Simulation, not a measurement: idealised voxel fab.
process module | voxel capacitor over wiring
cross-section cut | 225 nm wide | cells 5 nm
A cross-section is a grid of square cells, given in bands from the top down. A band is one or more rows of cells.
Each band's line starts with the height of the band's top and of its bottom, in nm. Then come its materials from left to right, each with its width in nm. One material with "throughout" fills the band from edge to edge. "air" is empty space.
Height 0 is the level under which the wafer as received is all one material. The lowest band goes on downwards, as in "0 down".
A width such as "30 to 40" changes by the same amount from each row of cells to the next, from the band's top row to its bottom row.
"no change" after a step means that no cell of the cross-section changed.
closed voids: empty space of 8 cells or more with no open way to the top, each as width x height at its distance from the left edge, in nm
after a step's settings: what the simulator itself notes on the step
overlay nm, on a step with a mask: how far to the right of its planned place the mask lay; to the left if negative
plan
1 op RECEIVE | material Si
2 op CONFORMAL_DEP | material SiO2 | thk nm 10
3 op CONFORMAL_DEP | material SiN | thk nm 5
4 op DIRECTIONAL_DEP | material SiO2 | thk nm 20
5 op DIRECTIONAL_DEP | material aC | thk nm 15
6 op PATTERN | tone open | mask id METAL_1 | material resist | width nm 25 | pitch nm 85 | thk nm 35 | overlay nm 0
7 op DIRECTIONAL_ETCH | etch materials aC | depth nm 15
8 op STRIP | etch materials resist
9 op DIRECTIONAL_ETCH | etch materials SiO2 | depth nm 20
10 op DIRECTIONAL_ETCH | etch materials SiN | depth nm 5
11 op STRIP | etch materials aC
12 op CONFORMAL_DEP | material TiN | thk nm 5
13 op FILL_DEP | material Cu | thk nm 10
14 op CMP | height nm 35
15 op CONFORMAL_DEP | material SiCN | thk nm 5
16 op DIRECTIONAL_DEP | material lowk | thk nm 20
17 op MASKED_ETCH | tone open | mask id PLUG_1 | width nm 15 | etch materials lowk | depth nm 20 | overlay nm 0
18 op MASKED_ETCH | tone open | mask id PLUG_1 | width nm 15 | etch materials SiCN | depth nm 5 | overlay nm 0
19 op CONFORMAL_DEP | material TiN | thk nm 5
20 op FILL_DEP | material W | thk nm 5
21 op CMP | height nm 60
22 op DIRECTIONAL_DEP | material TiN | thk nm 10
23 op DIRECTIONAL_DEP | material SiN | thk nm 5
24 op DIRECTIONAL_DEP | material TiN | thk nm 10
25 op PATTERN | tone cover | mask id UPPER_PLATE | material resist | width nm 65 | thk nm 20 | overlay nm 0
26 op DIRECTIONAL_ETCH | etch materials TiN | depth nm 10
27 op DIRECTIONAL_ETCH | etch materials SiN | depth nm 5
28 op STRIP | etch materials resist
29 op MASKED_ETCH | tone cover | mask id LOWER_PLATE | width nm 75 | etch materials TiN | depth nm 10 | overlay nm 0
30 op FILL_DEP | material SiO2 | thk nm 15
31 op CMP | height nm 95
32 op DIRECTIONAL_DEP | material aC | thk nm 10
33 op PATTERN | tone open | mask id PLUG_2 | material resist | width nm 15 | thk nm 25 | overlay nm 0
34 op DIRECTIONAL_ETCH | etch materials aC | depth nm 10
35 op STRIP | etch materials resist
36 op DIRECTIONAL_ETCH | etch materials SiO2 | depth nm 10
37 op STRIP | etch materials aC
38 op CONFORMAL_DEP | material TiN | thk nm 5
39 op FILL_DEP | material Cu | thk nm 10
40 op CMP | height nm 95
41 op CONFORMAL_DEP | material SiCN | thk nm 5
first wafer, as planned
as received, after step 1
  0 down: Si throughout
  closed voids: none
after step 2
  10 to 0: SiO2 throughout
  below 0: unchanged
after step 3
  15 to 10: SiN throughout
  below 10: unchanged
after step 4
  35 to 15: SiO2 throughout
  below 15: unchanged
after step 5
  50 to 35: aC throughout
  below 35: unchanged
after step 6
  85 to 50: resist 55 | air 25 | resist 60 | air 25 | resist 60
  below 50: unchanged
after step 7
  70 to 50: resist 55 | air 25 | resist 60 | air 25 | resist 60
  50 to 35: aC 55 | air 25 | aC 60 | air 25 | aC 60
  below 35: unchanged
after step 8
  50 to 35: aC 55 | air 25 | aC 60 | air 25 | aC 60
  below 35: unchanged
after step 9
  50 to 35: aC 55 | air 25 | aC 60 | air 25 | aC 60
  35 to 15: SiO2 55 | air 25 | SiO2 60 | air 25 | SiO2 60
  below 15: unchanged
after step 10
  50 to 35: aC 55 | air 25 | aC 60 | air 25 | aC 60
  35 to 15: SiO2 55 | air 25 | SiO2 60 | air 25 | SiO2 60
  15 to 10: SiN 55 | air 25 | SiN 60 | air 25 | SiN 60
  below 10: unchanged
after step 11
  35 to 15: SiO2 55 | air 25 | SiO2 60 | air 25 | SiO2 60
  below 15: unchanged
after step 12
  40 to 35: TiN 60 | air 15 | TiN 70 | air 15 | TiN 65
  35 to 15: SiO2 55 | TiN 5 | air 15 | TiN 5 | SiO2 60 | TiN 5 | air 15 | TiN 5 | SiO2 60
  15 to 10: SiN 55 | TiN 25 | SiN 60 | TiN 25 | SiN 60
  below 10: unchanged
after step 13
  50 to 40: Cu throughout
  40 to 35: TiN 60 | Cu 15 | TiN 70 | Cu 15 | TiN 65
  35 to 15: SiO2 55 | TiN 5 | Cu 15 | TiN 5 | SiO2 60 | TiN 5 | Cu 15 | TiN 5 | SiO2 60
  below 15: unchanged
after step 14
  35 to 15: SiO2 55 | TiN 5 | Cu 15 | TiN 5 | SiO2 60 | TiN 5 | Cu 15 | TiN 5 | SiO2 60
  below 15: unchanged
after step 15
  40 to 35: SiCN throughout
  below 35: unchanged
after step 16
  60 to 40: lowk throughout
  below 40: unchanged
after step 17
  60 to 40: lowk 65 | air 15 | lowk 145
  below 40: unchanged
after step 18
  60 to 40: lowk 65 | air 15 | lowk 145
  40 to 35: SiCN 65 | air 15 | SiCN 145
  below 35: unchanged
after step 19
  65 to 60: TiN 70 | air 5 | TiN 150
  60 to 40: lowk 65 | TiN 5 | air 5 | TiN 5 | lowk 145
  40 to 35: SiCN 65 | TiN 15 | SiCN 145
  below 35: unchanged
after step 20
  70 to 65: W throughout
  65 to 60: TiN 70 | W 5 | TiN 150
  60 to 40: lowk 65 | TiN 5 | W 5 | TiN 5 | lowk 145
  below 40: unchanged
after step 21
  60 to 40: lowk 65 | TiN 5 | W 5 | TiN 5 | lowk 145
  below 40: unchanged
after step 22
  70 to 60: TiN throughout
  below 60: unchanged
after step 23
  75 to 70: SiN throughout
  below 70: unchanged
after step 24
  85 to 75: TiN throughout
  below 75: unchanged
after step 25
  105 to 85: air 65 | resist 65 | air 95
  below 85: unchanged
after step 26
  105 to 85: air 65 | resist 65 | air 95
  85 to 75: air 65 | TiN 65 | air 95
  below 75: unchanged
after step 27
  105 to 85: air 65 | resist 65 | air 95
  85 to 75: air 65 | TiN 65 | air 95
  75 to 70: air 65 | SiN 65 | air 95
  below 70: unchanged
after step 28
  85 to 75: air 65 | TiN 65 | air 95
  below 75: unchanged
after step 29
  85 to 75: air 65 | TiN 65 | air 95
  75 to 70: air 65 | SiN 65 | air 95
  70 to 60: air 60 | TiN 75 | air 90
  below 60: unchanged
after step 30
  100 to 85: SiO2 throughout
  85 to 75: SiO2 65 | TiN 65 | SiO2 95
  75 to 70: SiO2 65 | SiN 65 | SiO2 95
  70 to 60: SiO2 60 | TiN 75 | SiO2 90
  below 60: unchanged
after step 31
  95 to 85: SiO2 throughout
  below 85: unchanged
after step 32
  105 to 95: aC throughout
  below 95: unchanged
after step 33
  130 to 105: resist 75 | air 15 | resist 135
  below 105: unchanged
after step 34
  120 to 105: resist 75 | air 15 | resist 135
  105 to 95: aC 75 | air 15 | aC 135
  below 95: unchanged
after step 35
  105 to 95: aC 75 | air 15 | aC 135
  below 95: unchanged
after step 36
  105 to 95: aC 75 | air 15 | aC 135
  95 to 85: SiO2 75 | air 15 | SiO2 135
  below 85: unchanged
after step 37
  95 to 85: SiO2 75 | air 15 | SiO2 135
  below 85: unchanged
after step 38
  100 to 95: TiN 80 | air 5 | TiN 140
  95 to 90: SiO2 75 | TiN 5 | air 5 | TiN 5 | SiO2 135
  90 to 85: SiO2 75 | TiN 15 | SiO2 135
  below 85: unchanged
after step 39
  110 to 100: Cu throughout
  100 to 95: TiN 80 | Cu 5 | TiN 140
  95 to 90: SiO2 75 | TiN 5 | Cu 5 | TiN 5 | SiO2 135
  below 90: unchanged
after step 40
  95 to 90: SiO2 75 | TiN 5 | Cu 5 | TiN 5 | SiO2 135
  below 90: unchanged
after step 41
  100 to 95: SiCN throughout
  below 95: unchanged
second wafer: like start, like plan, one mistake. Through step 10 it matches the first wafer
when step 11 should have ended
  35 to 15: SiO2 55 | air 25 | SiO2 60 | air 25 | SiO2 60
  below 15: unchanged
when step 12 should have ended
  40 to 35: TiN 60 | air 15 | TiN 70 | air 15 | TiN 65
  35 to 15: SiO2 55 | TiN 5 | air 15 | TiN 5 | SiO2 60 | TiN 5 | air 15 | TiN 5 | SiO2 60
  15 to 10: SiN 55 | TiN 25 | SiN 60 | TiN 25 | SiN 60
  below 10: unchanged
when step 13 should have ended
  50 to 40: Cu throughout
  40 to 35: TiN 60 | Cu 15 | TiN 70 | Cu 15 | TiN 65
  35 to 15: SiO2 55 | TiN 5 | Cu 15 | TiN 5 | SiO2 60 | TiN 5 | Cu 15 | TiN 5 | SiO2 60
  below 15: unchanged
when step 14 should have ended
  35 to 15: SiO2 55 | TiN 5 | Cu 15 | TiN 5 | SiO2 60 | TiN 5 | Cu 15 | TiN 5 | SiO2 60
  below 15: unchanged
when step 15 should have ended
  40 to 35: SiCN throughout
  below 35: unchanged
when step 16 should have ended
  60 to 40: lowk throughout
  below 40: unchanged
when step 17 should have ended
  60 to 40: lowk 65 | air 15 | lowk 145
  below 40: unchanged
when step 18 should have ended
  60 to 40: lowk 65 | air 15 | lowk 145
  40 to 35: SiCN 65 | air 15 | SiCN 145
  below 35: unchanged
when step 19 should have ended
  65 to 60: TiN 70 | air 5 | TiN 150
  60 to 40: lowk 65 | TiN 5 | air 5 | TiN 5 | lowk 145
  40 to 35: SiCN 65 | TiN 15 | SiCN 145
  below 35: unchanged
when step 20 should have ended
  70 to 65: W throughout
  65 to 60: TiN 70 | W 5 | TiN 150
  60 to 40: lowk 65 | TiN 5 | W 5 | TiN 5 | lowk 145
  below 40: unchanged
when step 21 should have ended
  60 to 40: lowk 65 | TiN 5 | W 5 | TiN 5 | lowk 145
  below 40: unchanged
when step 22 should have ended
  70 to 60: TiN throughout
  below 60: unchanged
when step 23 should have ended
  75 to 70: SiN throughout
  below 70: unchanged
when step 24 should have ended
  85 to 75: TiN throughout
  below 75: unchanged
when step 25 should have ended
  105 to 85: air 65 | resist 65 | air 95
  below 85: unchanged
when step 26 should have ended
  105 to 85: air 65 | resist 65 | air 95
  85 to 75: air 65 | TiN 65 | air 95
  below 75: unchanged
when step 27 should have ended
  105 to 85: air 65 | resist 65 | air 95
  85 to 75: air 65 | TiN 65 | air 95
  75 to 70: air 65 | SiN 65 | air 95
  below 70: unchanged
when step 28 should have ended
  85 to 75: air 65 | TiN 65 | air 95
  below 75: unchanged
when step 29 should have ended
  85 to 75: air 65 | TiN 65 | air 95
  75 to 70: air 65 | SiN 65 | air 95
  70 to 60: air 60 | TiN 75 | air 90
  below 60: unchanged
when step 30 should have ended
  100 to 85: SiO2 throughout
  85 to 75: SiO2 65 | TiN 65 | SiO2 95
  75 to 70: SiO2 65 | SiN 65 | SiO2 95
  70 to 60: SiO2 60 | TiN 75 | SiO2 90
  below 60: unchanged
when step 31 should have ended
  95 to 85: SiO2 throughout
  below 85: unchanged
when step 32 should have ended
  105 to 95: aC throughout
  below 95: unchanged
when step 33 should have ended
  130 to 105: resist 75 | air 15 | resist 135
  below 105: unchanged
when step 34 should have ended
  120 to 105: resist 75 | air 15 | resist 135
  105 to 95: aC 75 | air 15 | aC 135
  below 95: unchanged
when step 35 should have ended
  105 to 95: aC 75 | air 15 | aC 135
  below 95: unchanged
when step 36 should have ended
  105 to 95: aC 75 | air 15 | aC 135
  95 to 85: SiO2 75 | air 15 | SiO2 135
  below 85: unchanged
when step 37 should have ended
  95 to 85: SiO2 75 | air 15 | SiO2 135
  below 85: unchanged
when step 38 should have ended
  100 to 95: TiN 80 | air 5 | TiN 140
  95 to 90: SiO2 75 | TiN 5 | air 5 | TiN 5 | SiO2 135
  90 to 85: SiO2 75 | TiN 15 | SiO2 135
  below 85: unchanged
when step 39 should have ended
  110 to 100: Cu throughout
  100 to 95: TiN 80 | Cu 5 | TiN 140
  95 to 90: SiO2 75 | TiN 5 | Cu 5 | TiN 5 | SiO2 135
  below 90: unchanged
when step 40 should have ended
  95 to 90: SiO2 75 | TiN 5 | Cu 5 | TiN 5 | SiO2 135
  below 90: unchanged
when step 41 should have ended
  100 to 95: SiCN throughout
  below 95: unchanged
what went wrong: step 11 was run twice
at the end the two cross-sections are the same: no effect in what this model computes
